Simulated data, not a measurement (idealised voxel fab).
The following process module bears the name voxel air gaps.
In the cross-section labelled cut, the width is 235 nm and each square cell is 5 nm.
When this document writes out a cross-section, it uses a grid of square cells and lists it as bands, beginning at the top and moving down, with a band standing for one or more rows of cells. It is stipulated that each band's entry specify, in nanometres, the height of the top of the band and then that of its bottom, followed by the materials of the band in left-to-right sequence, each together with its width in nanometres. A single material marked by the word "throughout" is understood to fill the band from edge to edge; the word "air" is understood to denote empty space. Height 0 is the level under which the wafer as received is all one material. The lowest band goes on downwards, as in "z 0 and below". So if you see something like "30->40" for the width, read it as the top row of the band sitting at the first number and the bottom row at the second, with every row in between moving by the same amount as the last. "no change occurred", as given for a step, is the statement that not any cell of the cross-section underwent a change during that step. "Closed void catalog" contains a list of empty spaces, each no smaller than 8 cells and without an open way to the top, written in the form width x height at distance with the distance from the left edge and all three in nm. after a step's settings: what the simulator itself notes on the step. The "overlay nm" setting may appear on a step's line; for a step that uses a mask, it gives how far to the right of its planned position the mask lay, and a negative value indicates the left.

THE PROCESS STEPS THAT WERE PLANNED ARE LISTED BELOW
1. RECEIVE [material Si]
2. CONFORMAL_DEP [material SiO2] [thk nm 15]
3. CONFORMAL_DEP [material SiCN] [thk nm 5]
4. DIRECTIONAL_DEP [material SiO2] [thk nm 35]
5. DIRECTIONAL_DEP [material aC] [thk nm 10]
6. PATTERN [tone open] [mask id LINES] [material resist] [width nm 25] [pitch nm 50] [thk nm 25] [overlay nm 0]
7. DIRECTIONAL_ETCH [etch materials aC] [depth nm 10]
8. STRIP [etch materials resist]
9. DIRECTIONAL_ETCH [etch materials SiO2] [depth nm 35]
10. STRIP [etch materials aC]
11. CONFORMAL_DEP [material TiN] [thk nm 5]
12. FILL_DEP [material Cu] [thk nm 10]
13. CMP [height nm 55]
14. EPI [material Ru] [thk nm 10]
15. SELECTIVE_ETCH [etch materials SiO2] [depth nm 45]
16. CONFORMAL_DEP [material SiCN] [thk nm 5]

THE FOLLOWING PERTAINS TO THE FIRST OF TWO WAFERS, WHICH WAS PROCESSED AS PLANNED

AS-RECEIVED STATE OF THE WAFER IN CROSS-SECTION, EQUIVALENT TO POST-STEP 1
z 0 and below  Si throughout
Closed void catalog: none

WAFER AFTER STEP 2 (CROSS-SECTION)
z 15 to 0  SiO2 throughout
Under 0: no change, same as before.

WAFER AFTER STEP 3 (CROSS-SECTION)
z 20 to 15  SiCN throughout
Under 15: no change, same as before.

WAFER AFTER STEP 4 (CROSS-SECTION)
z 55 to 20  SiO2 throughout
Under 20: no change, same as before.

WAFER AFTER STEP 5 (CROSS-SECTION)
z 65 to 55  aC throughout
Under 55: no change, same as before.

WAFER AFTER STEP 6 (CROSS-SECTION)
z 90 to 65  resist: 55  air: 25  resist: 25  air: 25  resist: 25  air: 25  resist: 55
Under 65: no change, same as before.

WAFER AFTER STEP 7 (CROSS-SECTION)
z 80 to 65  resist: 55  air: 25  resist: 25  air: 25  resist: 25  air: 25  resist: 55
z 65 to 55  aC: 55  air: 25  aC: 25  air: 25  aC: 25  air: 25  aC: 55
Under 55: no change, same as before.

WAFER AFTER STEP 8 (CROSS-SECTION)
z 65 to 55  aC: 55  air: 25  aC: 25  air: 25  aC: 25  air: 25  aC: 55
Under 55: no change, same as before.

WAFER AFTER STEP 9 (CROSS-SECTION)
z 65 to 55  aC: 55  air: 25  aC: 25  air: 25  aC: 25  air: 25  aC: 55
z 55 to 20  SiO2: 55  air: 25  SiO2: 25  air: 25  SiO2: 25  air: 25  SiO2: 55
Under 20: no change, same as before.

WAFER AFTER STEP 10 (CROSS-SECTION)
z 55 to 20  SiO2: 55  air: 25  SiO2: 25  air: 25  SiO2: 25  air: 25  SiO2: 55
Under 20: no change, same as before.

WAFER AFTER STEP 11 (CROSS-SECTION)
z 60 to 55  TiN: 60  air: 15  TiN: 35  air: 15  TiN: 35  air: 15  TiN: 60
z 55 to 25  SiO2: 55  TiN: 5  air: 15  TiN: 5  SiO2: 25  TiN: 5  air: 15  TiN: 5  SiO2: 25  TiN: 5  air: 15  TiN: 5  SiO2: 55
z 25 to 20  SiO2: 55  TiN: 25  SiO2: 25  TiN: 25  SiO2: 25  TiN: 25  SiO2: 55
Under 20: no change, same as before.

WAFER AFTER STEP 12 (CROSS-SECTION)
z 70 to 60  Cu throughout
z 60 to 55  TiN: 60  Cu: 15  TiN: 35  Cu: 15  TiN: 35  Cu: 15  TiN: 60
z 55 to 25  SiO2: 55  TiN: 5  Cu: 15  TiN: 5  SiO2: 25  TiN: 5  Cu: 15  TiN: 5  SiO2: 25  TiN: 5  Cu: 15  TiN: 5  SiO2: 55
Under 25: no change, same as before.

WAFER AFTER STEP 13 (CROSS-SECTION)
z 55 to 25  SiO2: 55  TiN: 5  Cu: 15  TiN: 5  SiO2: 25  TiN: 5  Cu: 15  TiN: 5  SiO2: 25  TiN: 5  Cu: 15  TiN: 5  SiO2: 55
Under 25: no change, same as before.

WAFER AFTER STEP 14 (CROSS-SECTION)
z 65 to 55  air: 45  Ru: 45  air: 5  Ru: 45  air: 5  Ru: 45  air: 45
Under 55: no change, same as before.

WAFER AFTER STEP 15 (CROSS-SECTION)
z 65 to 55  air: 45  Ru: 45  air: 5  Ru: 45  air: 5  Ru: 45  air: 45
z 55 to 25  air: 55  TiN: 5  Cu: 15  TiN: 5  air: 25  TiN: 5  Cu: 15  TiN: 5  air: 25  TiN: 5  Cu: 15  TiN: 5  air: 55
z 25 to 20  air: 55  TiN: 25  air: 25  TiN: 25  air: 25  TiN: 25  air: 55
Under 20: no change, same as before.

WAFER AFTER STEP 16 (CROSS-SECTION)
z 70 to 65  air: 40  SiCN: 155  air: 40
z 65 to 55  air: 40  SiCN: 5  Ru: 45  SiCN: 5  Ru: 45  SiCN: 5  Ru: 45  SiCN: 5  air: 40
z 55 to 50  air: 40  SiCN: 15  TiN: 5  Cu: 15  TiN: 5  SiCN: 25  TiN: 5  Cu: 15  TiN: 5  SiCN: 25  TiN: 5  Cu: 15  TiN: 5  SiCN: 15  air: 40
z 50 to 25  air: 50  SiCN: 5  TiN: 5  Cu: 15  TiN: 5  SiCN: 5  air: 15  SiCN: 5  TiN: 5  Cu: 15  TiN: 5  SiCN: 5  air: 15  SiCN: 5  TiN: 5  Cu: 15  TiN: 5  SiCN: 5  air: 50
z 25 to 20  SiCN: 55  TiN: 25  SiCN: 25  TiN: 25  SiCN: 25  TiN: 25  SiCN: 55
Under 20: no change, same as before.
Closed void catalog: 15 x 25 at 85; 15 x 25 at 135

NOW THE OTHER WAFER: SAME START, SAME RECIPE, BUT WE MESSED UP ONE THING WHEN RUNNING IT. UP TO AND INCLUDING STEP 2 IT'S THE SAME AS THE FIRST ONE

Second wafer profile in section, at the moment step 3 of the plan was meant to be complete: no change occurred

SECOND WAFER PROFILE IN SECTION, AT THE MOMENT STEP 4 OF THE PLAN WAS MEANT TO BE COMPLETE
z 50 to 0  SiO2 throughout
Under 0: no change, same as before.

SECOND WAFER PROFILE IN SECTION, AT THE MOMENT STEP 5 OF THE PLAN WAS MEANT TO BE COMPLETE
z 60 to 50  aC throughout
Under 50: no change, same as before.

SECOND WAFER PROFILE IN SECTION, AT THE MOMENT STEP 6 OF THE PLAN WAS MEANT TO BE COMPLETE
z 85 to 60  resist: 55  air: 25  resist: 25  air: 25  resist: 25  air: 25  resist: 55
Under 60: no change, same as before.

SECOND WAFER PROFILE IN SECTION, AT THE MOMENT STEP 7 OF THE PLAN WAS MEANT TO BE COMPLETE
z 75 to 60  resist: 55  air: 25  resist: 25  air: 25  resist: 25  air: 25  resist: 55
z 60 to 50  aC: 55  air: 25  aC: 25  air: 25  aC: 25  air: 25  aC: 55
Under 50: no change, same as before.

SECOND WAFER PROFILE IN SECTION, AT THE MOMENT STEP 8 OF THE PLAN WAS MEANT TO BE COMPLETE
z 60 to 50  aC: 55  air: 25  aC: 25  air: 25  aC: 25  air: 25  aC: 55
Under 50: no change, same as before.

SECOND WAFER PROFILE IN SECTION, AT THE MOMENT STEP 9 OF THE PLAN WAS MEANT TO BE COMPLETE
z 60 to 50  aC: 55  air: 25  aC: 25  air: 25  aC: 25  air: 25  aC: 55
z 50 to 15  SiO2: 55  air: 25  SiO2: 25  air: 25  SiO2: 25  air: 25  SiO2: 55
Under 15: no change, same as before.

SECOND WAFER PROFILE IN SECTION, AT THE MOMENT STEP 10 OF THE PLAN WAS MEANT TO BE COMPLETE
z 50 to 15  SiO2: 55  air: 25  SiO2: 25  air: 25  SiO2: 25  air: 25  SiO2: 55
Under 15: no change, same as before.

SECOND WAFER PROFILE IN SECTION, AT THE MOMENT STEP 11 OF THE PLAN WAS MEANT TO BE COMPLETE
z 55 to 50  TiN: 60  air: 15  TiN: 35  air: 15  TiN: 35  air: 15  TiN: 60
z 50 to 20  SiO2: 55  TiN: 5  air: 15  TiN: 5  SiO2: 25  TiN: 5  air: 15  TiN: 5  SiO2: 25  TiN: 5  air: 15  TiN: 5  SiO2: 55
z 20 to 15  SiO2: 55  TiN: 25  SiO2: 25  TiN: 25  SiO2: 25  TiN: 25  SiO2: 55
Under 15: no change, same as before.

SECOND WAFER PROFILE IN SECTION, AT THE MOMENT STEP 12 OF THE PLAN WAS MEANT TO BE COMPLETE
z 65 to 55  Cu throughout
z 55 to 50  TiN: 60  Cu: 15  TiN: 35  Cu: 15  TiN: 35  Cu: 15  TiN: 60
z 50 to 20  SiO2: 55  TiN: 5  Cu: 15  TiN: 5  SiO2: 25  TiN: 5  Cu: 15  TiN: 5  SiO2: 25  TiN: 5  Cu: 15  TiN: 5  SiO2: 55
Under 20: no change, same as before.

SECOND WAFER PROFILE IN SECTION, AT THE MOMENT STEP 13 OF THE PLAN WAS MEANT TO BE COMPLETE
z 55 to 50  TiN: 60  Cu: 15  TiN: 35  Cu: 15  TiN: 35  Cu: 15  TiN: 60
Under 50: no change, same as before.

SECOND WAFER PROFILE IN SECTION, AT THE MOMENT STEP 14 OF THE PLAN WAS MEANT TO BE COMPLETE
z 65 to 55  Ru throughout
Under 55: no change, same as before.

Second wafer profile in section, at the moment step 15 of the plan was meant to be complete: no change occurred

SECOND WAFER PROFILE IN SECTION, AT THE MOMENT STEP 16 OF THE PLAN WAS MEANT TO BE COMPLETE
z 70 to 65  SiCN throughout
Under 65: no change, same as before.
Deviation noted in wafer processing: with respect to the plan, step 3 was omitted and not executed
The second wafer ends with more or fewer cells of some materials than the first, per final count: 9 more of Cu; 40 more of Ru; 117 fewer of SiCN; 224 more of SiO2; 38 more of TiN
Long story short, the first wafer ends with 2 closed voids and the second one with 0.
